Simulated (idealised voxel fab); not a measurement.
Process module, titled voxel wiring stack
For reference, the cross-section in this document is cut, with width 175 nm and square cells of 5 nm.
When this document writes out a cross-section, it uses a grid of square cells and lists it as bands, beginning at the top and moving down, with a band standing for one or more rows of cells.
What a band's entry tells you: where the top is and where the bottom is, as heights in nm, and after that what lies inside, material by material from left to right, each with its width in nm. Empty space is written as the word "empty", and a single material marked with the word "everywhere" occupies the band from edge to edge.
The reference from which all heights are counted is 0, the level beneath which the as-received wafer is entirely one material; the lowest band, having no lower bound, proceeds downward and is written after the example "0 -> down".
It should be noted that a width expressed as "30->40" varies in equal increments from row to row of cells within the band, taking the value of the first number at the top row and that of the second number at the bottom row.
What does "nothing got changed" mean for a step? It means no cell of the cross-section changed in that step.
"Enclosed cavity list" contains a list of empty spaces, each no smaller than 8 cells and without an open way to the top, written in the form width x height at distance with the distance from the left edge and all three in nm.
Heads up: the bit after the settings on a step's line is the simulator's remark on that step.
overlay nm: right-of-plan distance of the mask on a masked step; negative values mean left-of-plan.
The process steps that were planned are listed below
| 1 | RECEIVE | material Si |
| 2 | CONFORMAL_DEP | material SiO2 | thk nm 15 |
| 3 | DIRECTIONAL_DEP | material TiN | thk nm 5 |
| 4 | DIRECTIONAL_DEP | material Ru | thk nm 15 |
| 5 | MASKED_ETCH | tone cover | mask id METAL_1 | width nm 20 | pitch nm 40 | etch materials Ru | depth nm 15 | overlay nm 0 |
| 6 | MASKED_ETCH | tone cover | mask id METAL_1 | width nm 20 | pitch nm 40 | etch materials TiN | depth nm 5 | overlay nm 0 |
| 7 | CONFORMAL_DEP | material SiN | thk nm 5 |
| 8 | FILL_DEP | material SiO2 | thk nm 10 |
| 9 | CMP | height nm 35 |
| 10 | CONFORMAL_DEP | material SiCN | thk nm 5 |
| 11 | DIRECTIONAL_DEP | material SiO2 | thk nm 20 |
| 12 | DIRECTIONAL_DEP | material aC | thk nm 10 |
| 13 | PATTERN | tone open | mask id PLUG_1 | material resist | width nm 15 | pitch nm 80 | thk nm 30 | overlay nm 0 |
| 14 | DIRECTIONAL_ETCH | etch materials aC | depth nm 10 |
| 15 | STRIP | etch materials resist |
| 16 | DIRECTIONAL_ETCH | etch materials SiO2 | depth nm 20 |
| 17 | DIRECTIONAL_ETCH | etch materials SiCN | depth nm 5 |
| 18 | STRIP | etch materials aC |
| 19 | CONFORMAL_DEP | material TiN | thk nm 5 |
| 20 | FILL_DEP | material Ru | thk nm 5 |
| 21 | CMP | height nm 60 |
| 22 | CONFORMAL_DEP | material SiCN | thk nm 5 |
| 23 | DIRECTIONAL_DEP | material SiO2 | thk nm 15 |
| 24 | MASKED_ETCH | tone open | mask id METAL_2 | width nm 20 | pitch nm 40 | etch materials SiO2 | depth nm 15 | overlay nm 0 |
| 25 | MASKED_ETCH | tone open | mask id METAL_2 | width nm 20 | pitch nm 40 | etch materials SiCN | depth nm 5 | overlay nm 0 |
| 26 | CONFORMAL_DEP | material TiN | thk nm 5 |
| 27 | FILL_DEP | material Ru | thk nm 5 |
| 28 | CMP | height nm 80 |
| 29 | CONFORMAL_DEP | material SiCN | thk nm 5 |
So this is the incoming wafer in cross-section - it's already been through step 1
	0 -> down = Si everywhere
	Enclosed cavity list: none
Cross-section at module end, one run error; start and plan unchanged from above
	85 -> 80 = SiCN everywhere
	80 -> 65 = 35 SiO2 | 5 TiN | 10 Ru | 5 TiN | 20 SiO2 | 5 TiN | 10 Ru | 5 TiN | 20 SiO2 | 5 TiN | 10 Ru | 5 TiN | 40 SiO2
	65 -> 60 = 35 SiCN | 20 TiN | 20 SiCN | 20 TiN | 20 SiCN | 20 TiN | 40 SiCN
	60 -> 40 = 35 SiO2 | 5 TiN | 5 SiO2 | 5 TiN | 65 SiO2 | 5 TiN | 5 SiO2 | 5 TiN | 45 SiO2
	40 -> 35 = 35 SiCN | 15 TiN | 65 SiCN | 15 TiN | 45 SiCN
	35 -> 20 = 30 SiO2 | 5 SiN | 20 Ru | 5 SiN | 10 SiO2 | 5 SiN | 20 Ru | 5 SiN | 10 SiO2 | 5 SiN | 20 Ru | 5 SiN | 35 SiO2
	20 -> 15 = 35 SiN | 20 TiN | 20 SiN | 20 TiN | 20 SiN | 20 TiN | 40 SiN
	15 -> 0 = SiO2 everywhere
	0 -> down = Si everywhere
	Enclosed cavity list: none
Which mistake was made when the wafer was run? note that step 20 departed from the planned setting and was carried out as FILL_DEP | material SiO2 | thk nm 5
